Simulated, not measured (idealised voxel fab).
Process module in this document: voxel self aligned contacts
Shown is cross-section cut, with a width of 160 nm and square cells of size 5 nm.
Notation: cross-section as square-cell grid; stated in bands, top first, going down; one or more cell rows per band. Heights first: top, then bottom, in nm. Then materials, left to right, each with a width in nm. "everywhere" on a single material: fills the band edge to edge. "air": empty space. Zero point of the height axis is 0; under it, received wafer = one material. Lowest band: continues down indefinitely, "0..down". A width such as "30->40" changes by the same amount from each row of cells to the next, from the band's top row to its bottom row. Step note "no modification" = no cross-section cell changed. You'll see "Trapped cavities" listing empty spaces that have no way open to the top, as long as they're 8 cells or more; the notation is width x height at distance, where the distance is from the left edge, and all of it is in nm. after a step's settings: what the simulator itself notes on the step. overlay nm: mask right of planned place by this much (step with mask). Neg. = left. Note: before/after cross-section pairs follow, one process step per pair, after-side truncated at the lowest changed band, step and settings given beneath. Different runs of this module on the same starting wafer may supply the pairs; a pair continues the one above only where the "Before-step section" entry says so.

[Before-step section]
45..25: SiN everywhere
25..5: polySi everywhere
5..0: SiO2 everywhere
0..down: Si everywhere
Trapped cavities: none

[Sectional Result]
45..25: SiN=25; air=30; SiN=45; air=30; SiN=30
Everything under 25 stays put, no change at all.
Trapped cavities: none
Processing between the before and after sections above: MASKED_ETCH [tone open] [mask id GATE] [width nm 30] [pitch nm 75] [etch materials SiN] [depth nm 20] [overlay nm 0]

Before-step section: it's just the after picture from the pair right above this one.

[Sectional Result]
55..35: SiN=35; air=10; SiN=65; air=10; SiN=40
35..25: SiN everywhere
Everything under 25 stays put, no change at all.
Trapped cavities: none
Processing between the before and after sections above: CONFORMAL_DEP [material SiN] [thk nm 10]

Before-step section: it's just the after picture from the pair right above this one.

[Sectional Result]
45..25: SiN=35; air=10; SiN=65; air=10; SiN=40
Everything under 25 stays put, no change at all.
Trapped cavities: none
Processing between the before and after sections above: DIRECTIONAL_ETCH [etch materials SiN] [depth nm 10]

Before-step section: it's just the after picture from the pair right above this one.

[Sectional Result]
60..45: SiO2 everywhere
45..25: SiN=35; SiO2=10; SiN=65; SiO2=10; SiN=40
Everything under 25 stays put, no change at all.
Trapped cavities: none
Processing between the before and after sections above: FILL_DEP [material SiO2] [thk nm 15]

Before-step section: it's just the after picture from the pair right above this one.

[Sectional Result]
50..45: SiO2 everywhere
Everything under 45 stays put, no change at all.
Trapped cavities: none
Processing between the before and after sections above: CMP [height nm 50]

Before-step section: it's just the after picture from the pair right above this one.

[Sectional Result]
70..50: resist=50; air=55; resist=55
Everything under 50 stays put, no change at all.
Trapped cavities: none
Processing between the before and after sections above: PATTERN [tone open] [mask id CONTACT] [material resist] [width nm 55] [thk nm 20] [overlay nm 0]

Before-step section: it's just the after picture from the pair right above this one.

[Sectional Result]
70..50: resist=50; air=55; resist=55
50..45: SiO2=50; air=55; SiO2=55
Everything under 45 stays put, no change at all.
Trapped cavities: none
Processing between the before and after sections above: DIRECTIONAL_ETCH [etch materials SiO2] [depth nm 50]

Before-step section: it's just the after picture from the pair right above this one.

[Sectional Result]
50..45: SiO2=50; air=55; SiO2=55
Everything under 45 stays put, no change at all.
Trapped cavities: none
Processing between the before and after sections above: STRIP [etch materials resist]

Before-step section: it's just the after picture from the pair right above this one.

[Sectional Result]
55..50: TiN=55; air=45; TiN=60
50..45: SiO2=50; TiN=55; SiO2=55
Everything under 45 stays put, no change at all.
Trapped cavities: none
Processing between the before and after sections above: CONFORMAL_DEP [material TiN] [thk nm 5]

Before-step section: it's just the after picture from the pair right above this one.

[Sectional Result]
65..55: W everywhere
55..50: TiN=55; W=45; TiN=60
Everything under 50 stays put, no change at all.
Trapped cavities: none
Processing between the before and after sections above: FILL_DEP [material W] [thk nm 10]

Before-step section: it's just the after picture from the pair right above this one.

[Sectional Result]
50..45: SiO2=50; TiN=55; SiO2=55
Everything under 45 stays put, no change at all.
Trapped cavities: none
Processing between the before and after sections above: CMP [height nm 50]

Before-step section: it's just the after picture from the pair right above this one.

[Sectional Result]
55..50: SiN everywhere
Everything under 50 stays put, no change at all.
Trapped cavities: none
Processing between the before and after sections above: CONFORMAL_DEP [material SiN] [thk nm 5]
